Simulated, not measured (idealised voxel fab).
Module name: voxel air gaps (process module)
We display cut, a cross-section 240 nm in width whose square cells are each 5 nm.
In what follows, cross-sections appear as grids of square cells, described through bands that run from the top down, where every band is one or more rows of cells. Look at the band entry: it leads with the top's height and the bottom's height in nm. Then it lists the materials left to right, with a width in nm for each. The word "throughout" on a single material says that material fills the band edge to edge. The word "air" is empty space. All heights in this document are referenced to 0, defined as the level beneath which the wafer, as received, consists entirely of one material. The lowest band is not bounded below; it extends indefinitely downward and is written in the form "0..down". With a width like "30->40", each row of cells in the band differs from the next by the same amount, the top row carrying the first number and the bottom row the second. You'll sometimes find "no modification" written for a step, and that's the way of saying that nowhere in the cross-section did a cell change during that step. Basically, "Unvented cavities" tells you about the enclosed voids: empty spaces with no open way to the top, 8 cells or bigger, each written width x height at distance, where distance is from the left edge, all in nm. Anything after a step's settings on that line? It's the simulator's own note about the step. Among the settings permitted on a step's line is "overlay nm"; applied to a step with a mask, it specifies the extent to which the mask lay to the right of its planned position, whereas a negative figure signifies a position to the left.
**Steps planned for the process**
| 1 | RECEIVE (material Si) |
| 2 | CONFORMAL_DEP (material SiO2; thk nm 15) |
| 3 | CONFORMAL_DEP (material SiCN; thk nm 5) |
| 4 | DIRECTIONAL_DEP (material SiO2; thk nm 40) |
| 5 | DIRECTIONAL_DEP (material aC; thk nm 10) |
| 6 | PATTERN (tone open; mask id LINES; material resist; width nm 25; pitch nm 50; thk nm 30; overlay nm 0) |
| 7 | DIRECTIONAL_ETCH (etch materials aC; depth nm 10) |
| 8 | STRIP (etch materials resist) |
| 9 | DIRECTIONAL_ETCH (etch materials SiO2; depth nm 40) |
| 10 | STRIP (etch materials aC) |
| 11 | CONFORMAL_DEP (material TiN; thk nm 5) |
| 12 | FILL_DEP (material Ru; thk nm 5) |
| 13 | CMP (height nm 60) |
| 14 | EPI (material Ru; thk nm 10) |
| 15 | SELECTIVE_ETCH (etch materials SiO2; depth nm 50) |
| 16 | CONFORMAL_DEP (material SiCN; thk nm 5) |
**The following pertains to the first of two wafers, which was processed as planned**
**Cross-section of the wafer as it came to us, i.e., already through step 1**
- 0..down = Si throughout
- Unvented cavities: none
**Step 2 done - wafer cross-section**
- 15..0 = SiO2 throughout
- Lower than 0, everything is as it was.
**Step 3 done - wafer cross-section**
- 20..15 = SiCN throughout
- Lower than 15, everything is as it was.
**Step 4 done - wafer cross-section**
- 60..20 = SiO2 throughout
- Lower than 20, everything is as it was.
**Step 5 done - wafer cross-section**
- 70..60 = aC throughout
- Lower than 60, everything is as it was.
**Step 6 done - wafer cross-section**
- 100..70 = resist (55)  air (25)  resist (25)  air (25)  resist (25)  air (25)  resist (60)
- Lower than 70, everything is as it was.
**Step 7 done - wafer cross-section**
- 90..70 = resist (55)  air (25)  resist (25)  air (25)  resist (25)  air (25)  resist (60)
- 70..60 = aC (55)  air (25)  aC (25)  air (25)  aC (25)  air (25)  aC (60)
- Lower than 60, everything is as it was.
**Step 8 done - wafer cross-section**
- 70..60 = aC (55)  air (25)  aC (25)  air (25)  aC (25)  air (25)  aC (60)
- Lower than 60, everything is as it was.
**Step 9 done - wafer cross-section**
- 70..60 = aC (55)  air (25)  aC (25)  air (25)  aC (25)  air (25)  aC (60)
- 60..20 = SiO2 (55)  air (25)  SiO2 (25)  air (25)  SiO2 (25)  air (25)  SiO2 (60)
- Lower than 20, everything is as it was.
**Step 10 done - wafer cross-section**
- 60..20 = SiO2 (55)  air (25)  SiO2 (25)  air (25)  SiO2 (25)  air (25)  SiO2 (60)
- Lower than 20, everything is as it was.
**Step 11 done - wafer cross-section**
- 65..60 = TiN (60)  air (15)  TiN (35)  air (15)  TiN (35)  air (15)  TiN (65)
- 60..25 = SiO2 (55)  TiN (5)  air (15)  TiN (5)  SiO2 (25)  TiN (5)  air (15)  TiN (5)  SiO2 (25)  TiN (5)  air (15)  TiN (5)  SiO2 (60)
- 25..20 = SiO2 (55)  TiN (25)  SiO2 (25)  TiN (25)  SiO2 (25)  TiN (25)  SiO2 (60)
- Lower than 20, everything is as it was.
**Step 12 done - wafer cross-section**
- 70..65 = Ru throughout
- 65..60 = TiN (60)  Ru (15)  TiN (35)  Ru (15)  TiN (35)  Ru (15)  TiN (65)
- 60..25 = SiO2 (55)  TiN (5)  Ru (15)  TiN (5)  SiO2 (25)  TiN (5)  Ru (15)  TiN (5)  SiO2 (25)  TiN (5)  Ru (15)  TiN (5)  SiO2 (60)
- Lower than 25, everything is as it was.
**Step 13 done - wafer cross-section**
- 60..25 = SiO2 (55)  TiN (5)  Ru (15)  TiN (5)  SiO2 (25)  TiN (5)  Ru (15)  TiN (5)  SiO2 (25)  TiN (5)  Ru (15)  TiN (5)  SiO2 (60)
- Lower than 25, everything is as it was.
**Step 14 done - wafer cross-section**
- 70..60 = air (45)  Ru (45)  air (5)  Ru (45)  air (5)  Ru (45)  air (50)
- Lower than 60, everything is as it was.
**Step 15 done - wafer cross-section**
- 70..60 = air (45)  Ru (45)  air (5)  Ru (45)  air (5)  Ru (45)  air (50)
- 60..25 = air (55)  TiN (5)  Ru (15)  TiN (5)  air (25)  TiN (5)  Ru (15)  TiN (5)  air (25)  TiN (5)  Ru (15)  TiN (5)  air (60)
- 25..20 = air (55)  TiN (25)  air (25)  TiN (25)  air (25)  TiN (25)  air (60)
- Lower than 20, everything is as it was.
**Step 16 done - wafer cross-section**
- 75..70 = air (40)  SiCN (155)  air (45)
- 70..60 = air (40)  SiCN (5)  Ru (45)  SiCN (5)  Ru (45)  SiCN (5)  Ru (45)  SiCN (5)  air (45)
- 60..55 = air (40)  SiCN (15)  TiN (5)  Ru (15)  TiN (5)  SiCN (25)  TiN (5)  Ru (15)  TiN (5)  SiCN (25)  TiN (5)  Ru (15)  TiN (5)  SiCN (15)  air (45)
- 55..25 = air (50)  SiCN (5)  TiN (5)  Ru (15)  TiN (5)  SiCN (5)  air (15)  SiCN (5)  TiN (5)  Ru (15)  TiN (5)  SiCN (5)  air (15)  SiCN (5)  TiN (5)  Ru (15)  TiN (5)  SiCN (5)  air (55)
- 25..20 = SiCN (55)  TiN (25)  SiCN (25)  TiN (25)  SiCN (25)  TiN (25)  SiCN (60)
- Lower than 20, everything is as it was.
- Unvented cavities: 15 x 30 at 85; 15 x 30 at 135
**Wafer two: like wafer one in start and plan, but with one mistake in execution; identical up to and including step 2**
**At the planned end of step 3, the second wafer in cross-section**
- 55..0 = SiO2 throughout
- Lower than 0, everything is as it was.
**At the planned end of step 4, the second wafer in cross-section**
- 60..55 = SiCN throughout
- Lower than 55, everything is as it was.
**At the planned end of step 5, the second wafer in cross-section**
- 70..60 = aC throughout
- Lower than 60, everything is as it was.
**At the planned end of step 6, the second wafer in cross-section**
- 100..70 = resist (55)  air (25)  resist (25)  air (25)  resist (25)  air (25)  resist (60)
- Lower than 70, everything is as it was.
**At the planned end of step 7, the second wafer in cross-section**
- 90..70 = resist (55)  air (25)  resist (25)  air (25)  resist (25)  air (25)  resist (60)
- 70..60 = aC (55)  air (25)  aC (25)  air (25)  aC (25)  air (25)  aC (60)
- Lower than 60, everything is as it was.
**At the planned end of step 8, the second wafer in cross-section**
- 70..60 = aC (55)  air (25)  aC (25)  air (25)  aC (25)  air (25)  aC (60)
- Lower than 60, everything is as it was.
At the planned end of step 9, the second wafer in cross-section: no modification
**At the planned end of step 10, the second wafer in cross-section**
- 60..55 = SiCN throughout
- Lower than 55, everything is as it was.
**At the planned end of step 11, the second wafer in cross-section**
- 65..60 = TiN throughout
- Lower than 60, everything is as it was.
**At the planned end of step 12, the second wafer in cross-section**
- 70..65 = Ru throughout
- Lower than 65, everything is as it was.
**At the planned end of step 13, the second wafer in cross-section**
- 60..55 = SiCN throughout
- Lower than 55, everything is as it was.
At the planned end of step 14, the second wafer in cross-section: no modification
At the planned end of step 15, the second wafer in cross-section: no modification
**At the planned end of step 16, the second wafer in cross-section**
- 65..55 = SiCN throughout
- Lower than 55, everything is as it was.
Want to know what went wrong? swap of plan steps 3 and 4 during execution
Bottom line after processing is that, in cells, the second wafer is up or down on some materials versus the first: 117 fewer of Ru; 76 fewer of SiCN; 384 more of SiO2; 57 fewer of TiN
Closed void count at end of process - first wafer: 2; second wafer: 0.
